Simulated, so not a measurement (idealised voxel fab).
The name of this process module is voxel capacitor over wiring.
It is cross-section cut that appears here, measuring 225 nm in width, its square cells being 5 nm in size.
How to read a cross-section here: the picture is a grid of square cells, written as bands going from the top down, and any band can span one or more rows of cells. Each band's line starts with the height of the band's top and of its bottom, in nm. Then come its materials from left to right, each with its width in nm. One material with "everywhere" fills the band from edge to edge. "air" is empty space. We count height from 0. Below that, the starting wafer is all one material. The lowest band never ends at the bottom but goes on down; see "0 and below" for how that is written. Width "30->40": first value at the band's top row of cells, second value at its bottom row, equal change from row to row. Step marked "nothing altered"? Then no cell in the cross-section changed in it. "Fully closed voids": empty spaces of 8 cells or more with no open way to the top, each given as width x height at distance, distance from the left edge, all in nm. On a step's line, text after the settings is the simulator commenting on that step. You can add "overlay nm" to a step's line. For a step with a mask, it describes how far the mask lay to the right of its planned position, and a negative number describes a lay to the left.
Process steps foreseen in the plan:
- 1: op RECEIVE | material Si
- 2: op CONFORMAL_DEP | material SiO2 | thk nm 10
- 3: op CONFORMAL_DEP | material SiCN | thk nm 5
- 4: op DIRECTIONAL_DEP | material SiO2 | thk nm 20
- 5: op PATTERN | tone open | mask id METAL_1 | material resist | width nm 30 | pitch nm 100 | thk nm 20 | overlay nm 0
- 6: op DIRECTIONAL_ETCH | etch materials SiO2 | depth nm 20
- 7: op DIRECTIONAL_ETCH | etch materials SiCN | depth nm 5
- 8: op STRIP | etch materials resist
- 9: op CONFORMAL_DEP | material TiN | thk nm 5
- 10: op FILL_DEP | material Cu | thk nm 10
- 11: op CMP | height nm 35
- 12: op EPI | material Ru | thk nm 5
- 13: op FILL_DEP | material SiCN | thk nm 5
- 14: op DIRECTIONAL_DEP | material lowk | thk nm 20
- 15: op PATTERN | tone open | mask id PLUG_1 | material resist | width nm 15 | thk nm 20 | overlay nm 0
- 16: op DIRECTIONAL_ETCH | etch materials lowk | depth nm 20
- 17: op DIRECTIONAL_ETCH | etch materials SiCN | depth nm 5
- 18: op STRIP | etch materials resist
- 19: op CONFORMAL_DEP | material TiN | thk nm 5
- 20: op FILL_DEP | material W | thk nm 10
- 21: op CMP | height nm 65
- 22: op DIRECTIONAL_DEP | material TiN | thk nm 10
- 23: op DIRECTIONAL_DEP | material Al2O3 | thk nm 5
- 24: op DIRECTIONAL_DEP | material TiN | thk nm 5
- 25: op MASKED_ETCH | tone cover | mask id UPPER_PLATE | width nm 75 | etch materials TiN | depth nm 5 | overlay nm 0
- 26: op MASKED_ETCH | tone cover | mask id UPPER_PLATE | width nm 75 | etch materials Al2O3 | depth nm 5 | overlay nm 0
- 27: op PATTERN | tone cover | mask id LOWER_PLATE | material resist | width nm 85 | thk nm 15 | overlay nm 0
- 28: op DIRECTIONAL_ETCH | etch materials TiN | depth nm 10
- 29: op STRIP | etch materials resist
- 30: op FILL_DEP | material SiO2 | thk nm 20
- 31: op CMP | height nm 100
- 32: op PATTERN | tone open | mask id PLUG_2 | material resist | width nm 15 | thk nm 15 | overlay nm 0
- 33: op DIRECTIONAL_ETCH | etch materials SiO2 | depth nm 15
- 34: op STRIP | etch materials resist
- 35: op CONFORMAL_DEP | material TiN | thk nm 5
- 36: op FILL_DEP | material W | thk nm 10
- 37: op CMP | height nm 100
- 38: op CONFORMAL_DEP | material SiN | thk nm 5
First of two wafers: run as planned:
Cross-sectional view of the wafer in its as-received condition, corresponding to the state after step 1:
    0 and below: Si everywhere
    Fully closed voids: none
State of the wafer after step 2, shown in cross-section:
    10 down to 0: SiO2 everywhere
    Everything below 0 is unchanged.
State of the wafer after step 3, shown in cross-section:
    15 down to 10: SiCN everywhere
    Everything below 10 is unchanged.
State of the wafer after step 4, shown in cross-section:
    35 down to 15: SiO2 everywhere
    Everything below 15 is unchanged.
State of the wafer after step 5, shown in cross-section:
    55 down to 35: resist 45 nm  air 30 nm  resist 70 nm  air 30 nm  resist 50 nm
    Everything below 35 is unchanged.
State of the wafer after step 6, shown in cross-section:
    55 down to 35: resist 45 nm  air 30 nm  resist 70 nm  air 30 nm  resist 50 nm
    35 down to 15: SiO2 45 nm  air 30 nm  SiO2 70 nm  air 30 nm  SiO2 50 nm
    Everything below 15 is unchanged.
State of the wafer after step 7, shown in cross-section:
    55 down to 35: resist 45 nm  air 30 nm  resist 70 nm  air 30 nm  resist 50 nm
    35 down to 15: SiO2 45 nm  air 30 nm  SiO2 70 nm  air 30 nm  SiO2 50 nm
    15 down to 10: SiCN 45 nm  air 30 nm  SiCN 70 nm  air 30 nm  SiCN 50 nm
    Everything below 10 is unchanged.
State of the wafer after step 8, shown in cross-section:
    35 down to 15: SiO2 45 nm  air 30 nm  SiO2 70 nm  air 30 nm  SiO2 50 nm
    Everything below 15 is unchanged.
State of the wafer after step 9, shown in cross-section:
    40 down to 35: TiN 50 nm  air 20 nm  TiN 80 nm  air 20 nm  TiN 55 nm
    35 down to 15: SiO2 45 nm  TiN 5 nm  air 20 nm  TiN 5 nm  SiO2 70 nm  TiN 5 nm  air 20 nm  TiN 5 nm  SiO2 50 nm
    15 down to 10: SiCN 45 nm  TiN 30 nm  SiCN 70 nm  TiN 30 nm  SiCN 50 nm
    Everything below 10 is unchanged.
State of the wafer after step 10, shown in cross-section:
    50 down to 40: Cu everywhere
    40 down to 35: TiN 50 nm  Cu 20 nm  TiN 80 nm  Cu 20 nm  TiN 55 nm
    35 down to 15: SiO2 45 nm  TiN 5 nm  Cu 20 nm  TiN 5 nm  SiO2 70 nm  TiN 5 nm  Cu 20 nm  TiN 5 nm  SiO2 50 nm
    Everything below 15 is unchanged.
State of the wafer after step 11, shown in cross-section:
    35 down to 15: SiO2 45 nm  TiN 5 nm  Cu 20 nm  TiN 5 nm  SiO2 70 nm  TiN 5 nm  Cu 20 nm  TiN 5 nm  SiO2 50 nm
    Everything below 15 is unchanged.
State of the wafer after step 12, shown in cross-section:
    40 down to 35: air 40 nm  Ru 40 nm  air 60 nm  Ru 40 nm  air 45 nm
    Everything below 35 is unchanged.
State of the wafer after step 13, shown in cross-section:
    45 down to 40: SiCN everywhere
    40 down to 35: SiCN 40 nm  Ru 40 nm  SiCN 60 nm  Ru 40 nm  SiCN 45 nm
    Everything below 35 is unchanged.
State of the wafer after step 14, shown in cross-section:
    65 down to 45: lowk everywhere
    Everything below 45 is unchanged.
State of the wafer after step 15, shown in cross-section:
    85 down to 65: resist 60 nm  air 15 nm  resist 150 nm
    Everything below 65 is unchanged.
State of the wafer after step 16, shown in cross-section:
    85 down to 65: resist 60 nm  air 15 nm  resist 150 nm
    65 down to 45: lowk 60 nm  air 15 nm  lowk 150 nm
    Everything below 45 is unchanged.
State of the wafer after step 17, shown in cross-section:
    85 down to 65: resist 60 nm  air 15 nm  resist 150 nm
    65 down to 45: lowk 60 nm  air 15 nm  lowk 150 nm
    45 down to 40: SiCN 60 nm  air 15 nm  SiCN 150 nm
    Everything below 40 is unchanged.
State of the wafer after step 18, shown in cross-section:
    65 down to 45: lowk 60 nm  air 15 nm  lowk 150 nm
    Everything below 45 is unchanged.
State of the wafer after step 19, shown in cross-section:
    70 down to 65: TiN 65 nm  air 5 nm  TiN 155 nm
    65 down to 45: lowk 60 nm  TiN 5 nm  air 5 nm  TiN 5 nm  lowk 150 nm
    45 down to 40: SiCN 60 nm  TiN 15 nm  SiCN 150 nm
    Everything below 40 is unchanged.
State of the wafer after step 20, shown in cross-section:
    80 down to 70: W everywhere
    70 down to 65: TiN 65 nm  W 5 nm  TiN 155 nm
    65 down to 45: lowk 60 nm  TiN 5 nm  W 5 nm  TiN 5 nm  lowk 150 nm
    Everything below 45 is unchanged.
State of the wafer after step 21, shown in cross-section:
    65 down to 45: lowk 60 nm  TiN 5 nm  W 5 nm  TiN 5 nm  lowk 150 nm
    Everything below 45 is unchanged.
State of the wafer after step 22, shown in cross-section:
    75 down to 65: TiN everywhere
    Everything below 65 is unchanged.
State of the wafer after step 23, shown in cross-section:
    80 down to 75: Al2O3 everywhere
    Everything below 75 is unchanged.
State of the wafer after step 24, shown in cross-section:
    85 down to 80: TiN everywhere
    Everything below 80 is unchanged.
State of the wafer after step 25, shown in cross-section:
    85 down to 80: air 60 nm  TiN 75 nm  air 90 nm
    Everything below 80 is unchanged.
State of the wafer after step 26, shown in cross-section:
    85 down to 80: air 60 nm  TiN 75 nm  air 90 nm
    80 down to 75: air 60 nm  Al2O3 75 nm  air 90 nm
    Everything below 75 is unchanged.
State of the wafer after step 27, shown in cross-section:
    100 down to 85: air 55 nm  resist 85 nm  air 85 nm
    85 down to 80: air 55 nm  resist 5 nm  TiN 75 nm  resist 5 nm  air 85 nm
    80 down to 75: air 55 nm  resist 5 nm  Al2O3 75 nm  resist 5 nm  air 85 nm
    Everything below 75 is unchanged.
State of the wafer after step 28, shown in cross-section:
    100 down to 85: air 55 nm  resist 85 nm  air 85 nm
    85 down to 80: air 55 nm  resist 5 nm  TiN 75 nm  resist 5 nm  air 85 nm
    80 down to 75: air 55 nm  resist 5 nm  Al2O3 75 nm  resist 5 nm  air 85 nm
    75 down to 65: air 55 nm  TiN 85 nm  air 85 nm
    Everything below 65 is unchanged.
State of the wafer after step 29, shown in cross-section:
    85 down to 80: air 60 nm  TiN 75 nm  air 90 nm
    80 down to 75: air 60 nm  Al2O3 75 nm  air 90 nm
    Everything below 75 is unchanged.
State of the wafer after step 30, shown in cross-section:
    105 down to 85: SiO2 everywhere
    85 down to 80: SiO2 60 nm  TiN 75 nm  SiO2 90 nm
    80 down to 75: SiO2 60 nm  Al2O3 75 nm  SiO2 90 nm
    75 down to 65: SiO2 55 nm  TiN 85 nm  SiO2 85 nm
    Everything below 65 is unchanged.
State of the wafer after step 31, shown in cross-section:
    100 down to 85: SiO2 everywhere
    Everything below 85 is unchanged.
State of the wafer after step 32, shown in cross-section:
    115 down to 100: resist 70 nm  air 15 nm  resist 140 nm
    Everything below 100 is unchanged.
State of the wafer after step 33, shown in cross-section:
    115 down to 100: resist 70 nm  air 15 nm  resist 140 nm
    100 down to 85: SiO2 70 nm  air 15 nm  SiO2 140 nm
    Everything below 85 is unchanged.
State of the wafer after step 34, shown in cross-section:
    100 down to 85: SiO2 70 nm  air 15 nm  SiO2 140 nm
    Everything below 85 is unchanged.
State of the wafer after step 35, shown in cross-section:
    105 down to 100: TiN 75 nm  air 5 nm  TiN 145 nm
    100 down to 90: SiO2 70 nm  TiN 5 nm  air 5 nm  TiN 5 nm  SiO2 140 nm
    90 down to 80: SiO2 70->60 nm  TiN 15->75 nm  SiO2 140->90 nm
    Everything below 80 is unchanged.
State of the wafer after step 36, shown in cross-section:
    115 down to 105: W everywhere
    105 down to 100: TiN 75 nm  W 5 nm  TiN 145 nm
    100 down to 90: SiO2 70 nm  TiN 5 nm  W 5 nm  TiN 5 nm  SiO2 140 nm
    Everything below 90 is unchanged.
State of the wafer after step 37, shown in cross-section:
    100 down to 90: SiO2 70 nm  TiN 5 nm  W 5 nm  TiN 5 nm  SiO2 140 nm
    Everything below 90 is unchanged.
State of the wafer after step 38, shown in cross-section:
    105 down to 100: SiN everywhere
    Everything below 100 is unchanged.
What follows concerns the second wafer, which started out like the first and was meant to follow the very same plan; one mistake crept in when it was run, but everything up to and including step 23 is the same as for the first wafer:
What the second wafer looks like in cross-section when step 24 should have wrapped up:
    95 down to 80: TiN everywhere
    Everything below 80 is unchanged.
What the second wafer looks like in cross-section when step 25 should have wrapped up:
    95 down to 90: air 60 nm  TiN 75 nm  air 90 nm
    Everything below 90 is unchanged.
What the second wafer looks like in cross-section when step 26 should have wrapped up: nothing altered
What the second wafer looks like in cross-section when step 27 should have wrapped up:
    110 down to 95: air 55 nm  resist 85 nm  air 85 nm
    95 down to 90: air 55 nm  resist 5 nm  TiN 75 nm  resist 5 nm  air 85 nm
    Everything below 90 is unchanged.
What the second wafer looks like in cross-section when step 28 should have wrapped up:
    110 down to 95: air 55 nm  resist 85 nm  air 85 nm
    95 down to 90: air 55 nm  resist 5 nm  TiN 75 nm  resist 5 nm  air 85 nm
    90 down to 80: air 55 nm  TiN 85 nm  air 85 nm
    Everything below 80 is unchanged.
What the second wafer looks like in cross-section when step 29 should have wrapped up:
    95 down to 90: air 60 nm  TiN 75 nm  air 90 nm
    Everything below 90 is unchanged.
What the second wafer looks like in cross-section when step 30 should have wrapped up:
    115 down to 95: SiO2 everywhere
    95 down to 90: SiO2 60 nm  TiN 75 nm  SiO2 90 nm
    90 down to 80: SiO2 55 nm  TiN 85 nm  SiO2 85 nm
    Everything below 80 is unchanged.
What the second wafer looks like in cross-section when step 31 should have wrapped up:
    100 down to 95: SiO2 everywhere
    Everything below 95 is unchanged.
What the second wafer looks like in cross-section when step 32 should have wrapped up:
    115 down to 100: resist 70 nm  air 15 nm  resist 140 nm
    Everything below 100 is unchanged.
What the second wafer looks like in cross-section when step 33 should have wrapped up:
    115 down to 100: resist 70 nm  air 15 nm  resist 140 nm
    100 down to 95: SiO2 70 nm  air 15 nm  SiO2 140 nm
    Everything below 95 is unchanged.
What the second wafer looks like in cross-section when step 34 should have wrapped up:
    100 down to 95: SiO2 70 nm  air 15 nm  SiO2 140 nm
    Everything below 95 is unchanged.
What the second wafer looks like in cross-section when step 35 should have wrapped up:
    105 down to 100: TiN 75 nm  air 5 nm  TiN 145 nm
    100 down to 90: SiO2 70->60 nm  TiN 15->75 nm  SiO2 140->90 nm
    Everything below 90 is unchanged.
What the second wafer looks like in cross-section when step 36 should have wrapped up:
    115 down to 105: W everywhere
    105 down to 100: TiN 75 nm  W 5 nm  TiN 145 nm
    Everything below 100 is unchanged.
What the second wafer looks like in cross-section when step 37 should have wrapped up:
    100 down to 90: SiO2 70->60 nm  TiN 15->75 nm  SiO2 140->90 nm
    Everything below 90 is unchanged.
What the second wafer looks like in cross-section when step 38 should have wrapped up:
    105 down to 100: SiN everywhere
    Everything below 100 is unchanged.
Plan not followed: step 24 ran with different settings than intended, the actual operation and settings being op DIRECTIONAL_DEP | material TiN | thk nm 15
It is noted that, at the conclusion of processing, the second wafer exhibits a higher or lower cell count for certain materials relative to the first: Al2O3: 30 more | SiO2: 114 fewer | TiN: 86 more | W: 2 fewer
